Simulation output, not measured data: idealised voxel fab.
The name of this process module is voxel ribs on slabs.
Section cut is 280 nm wide and gridded with 5 nm square cells.
Cross-section layout: square cells on a grid; listed as bands, top to bottom; a band spans one or more cell rows.
Band entry format. Leading values: height of top, height of bottom, nm. Remainder: materials in left-to-right order, each with its width in nm. Special words: "everywhere" on a single material, which then fills the band edge to edge; "empty", empty space.
Below 0: as-received wafer, all one material; heights counted from there. Lowest band: no bottom, goes on down, written "0 -> down".
Width: "30..40" (first number = top row, second number = bottom row, same change from row to row of cells).
"changes: none" for a step: no cell of the cross-section changed in that step.
You'll see "Enclosed void list" listing empty spaces that have no way open to the top, as long as they're 8 cells or more; the notation is width x height at distance, where the distance is from the left edge, and all of it is in nm.
Post-settings text on a step line: simulator's own remark regarding the step.
For masked steps, "overlay nm" on the step line gives how far right of plan the mask actually lay; a minus sign means it lay to the left.
[Steps planned for the process]
| 1 | op RECEIVE | material Si |
| 2 | op DIRECTIONAL_DEP | material SiO2 | thk nm 30 |
| 3 | op DIRECTIONAL_DEP | material SiN | thk nm 20 |
| 4 | op PATTERN | tone cover | mask id RIB | material resist | width nm 15 | thk nm 15 | overlay nm 0 |
| 5 | op DIRECTIONAL_ETCH | etch materials SiN | depth nm 10 |
| 6 | op STRIP | etch materials resist |
| 7 | op MASKED_ETCH | tone cover | mask id SLAB | width nm 45 | etch materials SiN | depth nm 10 | overlay nm 0 |
| 8 | op FILL_DEP | material SiO2 | thk nm 20 |
| 9 | op CMP | height nm 60 |
| 10 | op DIRECTIONAL_DEP | material W | thk nm 5 |
| 11 | op MASKED_ETCH | tone cover | mask id HEATER | width nm 25 | etch materials W | depth nm 5 | overlay nm 0 |
| 12 | op CONFORMAL_DEP | material SiO2 | thk nm 5 |
The plan's step 10 thk nm is the first wafer's value; the wafers differ in this setting and start identical.
[The first of several wafers in cross-section, exactly as it reached us after step 1]
0 -> down = Si everywhere
Enclosed void list: none
[Below: a row per wafer. Contents at end of module: for every material, cells gained since receipt (+) or lost since receipt (-); then closed voids]
thk nm 5 | +24 SiN | +706 SiO2 | +5 W | Enclosed void list: none
thk nm 10 | +24 SiN | +706 SiO2 | +61 W | Enclosed void list: none
thk nm 15 | +24 SiN | +706 SiO2 | +117 W | Enclosed void list: none
thk nm 20 | +24 SiN | +706 SiO2 | +173 W | Enclosed void list: none
